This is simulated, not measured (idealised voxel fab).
Process module in this document: voxel transistor to metal
Shown is cross-section cut, with a width of 185 nm and square cells of size 5 nm.
The cross-sections in this document take the form of a grid made of square cells. They are written out as bands, in order from top to bottom. Each band consists of one or more rows of cells.
The band entry comprises the height of the band's top followed by the height of its bottom, expressed in nm, and subsequently the band's materials from left to right, each stated together with its width in nm. Where a single material is marked with the word "everywhere", that material fills the band from edge to edge. The word "empty" represents empty space.
Zero point of the height axis is 0; under it, received wafer = one material. Lowest band: continues down indefinitely, "0 nm and below".
A width given as "30->40" starts at the first number in the band's top row and ends at the second number in its bottom row, shifting by an equal amount at every step from row to row.
Reading "identical to before" for a step: not a cell of the cross-section changed in it.
The entry "Sealed void list" lists the empty spaces that cover at least 8 cells and have no open path to the top. Each is written as width x height at distance, where the distance is measured from the left edge and all three values are in nm.
Where a step's line continues beyond its settings, the continuation is a remark by the simulator itself on that step.
overlay nm: for a step with a mask, the amount by which the mask lay right of where it was planned; a negative amount means left of it.
The following list gives the planned process steps
1 RECEIVE with material Si
2 CONFORMAL_DEP with material SiO2, thk nm 5
3 CONFORMAL_DEP with material SiN, thk nm 10
4 PATTERN with tone cover, mask id ACTIVE, material resist, width nm 85, thk nm 20, overlay nm 0
5 DIRECTIONAL_ETCH with etch materials SiN, depth nm 10
6 DIRECTIONAL_ETCH with etch materials SiO2, depth nm 5
7 DIRECTIONAL_ETCH with etch materials Si, depth nm 20
8 STRIP with etch materials resist
9 OXIDIZE with depth nm 5
10 FILL_DEP with material SiO2, thk nm 15
11 CMP with height nm 15
12 SELECTIVE_ETCH with etch materials SiO2, depth nm 5
13 STRIP with etch materials SiN
14 SELECTIVE_ETCH with etch materials SiO2, depth nm 5
15 OXIDIZE with depth nm 5
16 DIRECTIONAL_DEP with material polySi, thk nm 25
17 DIRECTIONAL_DEP with material SiCN, thk nm 15
18 DIRECTIONAL_DEP with material aC, thk nm 10
19 PATTERN with tone cover, mask id GATE, material resist, width nm 15, thk nm 25, overlay nm 0
20 DIRECTIONAL_ETCH with etch materials aC, depth nm 10
21 STRIP with etch materials resist
22 DIRECTIONAL_ETCH with etch materials SiCN, depth nm 25
23 DIRECTIONAL_ETCH with etch materials polySi, depth nm 35
24 STRIP with etch materials aC
25 CONFORMAL_DEP with material SiN, thk nm 10
26 DIRECTIONAL_ETCH with etch materials SiN, depth nm 10
27 DIRECTIONAL_ETCH with etch materials SiO2, depth nm 5
28 EPI with material SiGe, thk nm 5
29 FILL_DEP with material SiO2, thk nm 10
30 CMP with height nm 40
31 DIRECTIONAL_DEP with material SiO2, thk nm 15
32 MASKED_ETCH with tone open, mask id CONTACT, width nm 15, pitch nm 60, etch materials SiO2, depth nm 55, overlay nm 0
33 CONFORMAL_DEP with material TiN, thk nm 5
34 FILL_DEP with material W, thk nm 5
35 CMP with height nm 55
36 CONFORMAL_DEP with material SiCN, thk nm 5
37 DIRECTIONAL_DEP with material SiO2, thk nm 20
38 PATTERN with tone open, mask id METAL_1, material resist, width nm 15, pitch nm 60, thk nm 15, overlay nm 0
39 DIRECTIONAL_ETCH with etch materials SiO2, depth nm 20
40 DIRECTIONAL_ETCH with etch materials SiCN, depth nm 5
41 STRIP with etch materials resist
42 CONFORMAL_DEP with material TiN, thk nm 5
43 FILL_DEP with material Cu, thk nm 5
44 CMP with height nm 80
45 CONFORMAL_DEP with material SiN, thk nm 5
Step 1 complete: cross-section of the wafer as received
* 0 nm and below = Si everywhere
* Sealed void list: none
First of two wafers at the end of the module, shown in cross-section; run carried out as planned
* 85 nm to 80 nm = SiN everywhere
* 80 nm to 60 nm = 55 of SiO2  5 of TiN  5 of Cu  5 of TiN  45 of SiO2  5 of TiN  5 of Cu  5 of TiN  55 of SiO2
* 60 nm to 55 nm = 55 of SiCN  15 of TiN  45 of SiCN  15 of TiN  55 of SiCN
* 55 nm to 40 nm = 55 of SiO2  5 of TiN  5 of W  5 of TiN  45 of SiO2  5 of TiN  5 of W  5 of TiN  55 of SiO2
* 40 nm to 25 nm = 55 of SiO2  5 of TiN  5 of W  5 of TiN  5 of SiO2  10 of SiN  15 of SiCN  10 of SiN  5 of SiO2  5 of TiN  5 of W  5 of TiN  55 of SiO2
* 25 nm to 5 nm = 55 of SiO2  5 of TiN  5 of W  5 of TiN  5 of SiO2  10 of SiN  15 of polySi  10 of SiN  5 of SiO2  5 of TiN  5 of W  5 of TiN  55 of SiO2
* 5 nm to 0 nm = 45 of SiO2  10 of SiN  15 of TiN  5 of SiO2  10 of SiN  15 of polySi  10 of SiN  5 of SiO2  15 of TiN  10 of SiN  45 of SiO2
* 0 nm to -5 nm = 55 of SiO2  20 of SiGe  35 of SiO2  20 of SiGe  55 of SiO2
* -5 nm to -25 nm = 55 of SiO2  75 of Si  55 of SiO2
* -25 nm and below = Si everywhere
* Sealed void list: none
Here is the second of the two wafers cut open at the end of the module - same start, same plan as the first one, but we made one mistake running it
* 85 nm to 80 nm = SiN everywhere
* 80 nm to 60 nm = 55 of SiO2  5 of TiN  5 of Cu  5 of TiN  45 of SiO2  5 of TiN  5 of Cu  5 of TiN  55 of SiO2
* 60 nm to 55 nm = 55 of SiCN  15 of TiN  45 of SiCN  15 of TiN  55 of SiCN
* 55 nm to 40 nm = 55 of SiO2  5 of TiN  5 of W  5 of TiN  45 of SiO2  5 of TiN  5 of W  5 of TiN  55 of SiO2
* 40 nm to 25 nm = 55 of SiO2  5 of TiN  5 of W  5 of TiN  15 of SiN  15 of SiCN  15 of SiN  5 of TiN  5 of W  5 of TiN  55 of SiO2
* 25 nm to 15 nm = 55 of SiO2  5 of TiN  5 of W  5 of TiN  15 of SiN  15 of polySi  15 of SiN  5 of TiN  5 of W  5 of TiN  55 of SiO2
* 15 nm to 10 nm = 55 of SiO2  15 of TiN  15 of SiN  15 of polySi  15 of SiN  15 of TiN  55 of SiO2
* 10 nm to 5 nm = 60 of SiN  10 of TiN  15 of SiN  15 of polySi  15 of SiN  10 of TiN  60 of SiN
* 5 nm to 0 nm = 45 of SiO2  40 of SiN  15 of polySi  40 of SiN  45 of SiO2
* 0 nm to -5 nm = SiO2 everywhere
* -5 nm to -25 nm = 55 of SiO2  75 of Si  55 of SiO2
* -25 nm and below = Si everywhere
* Sealed void list: none
Diagnosis: step 25, actual vs plan mismatch, actual run CONFORMAL_DEP with material SiN, thk nm 15
Cell-count delta at end, second wafer over first, by material: -8 SiGe, +46 SiN, -30 SiO2, -4 TiN, -4 W
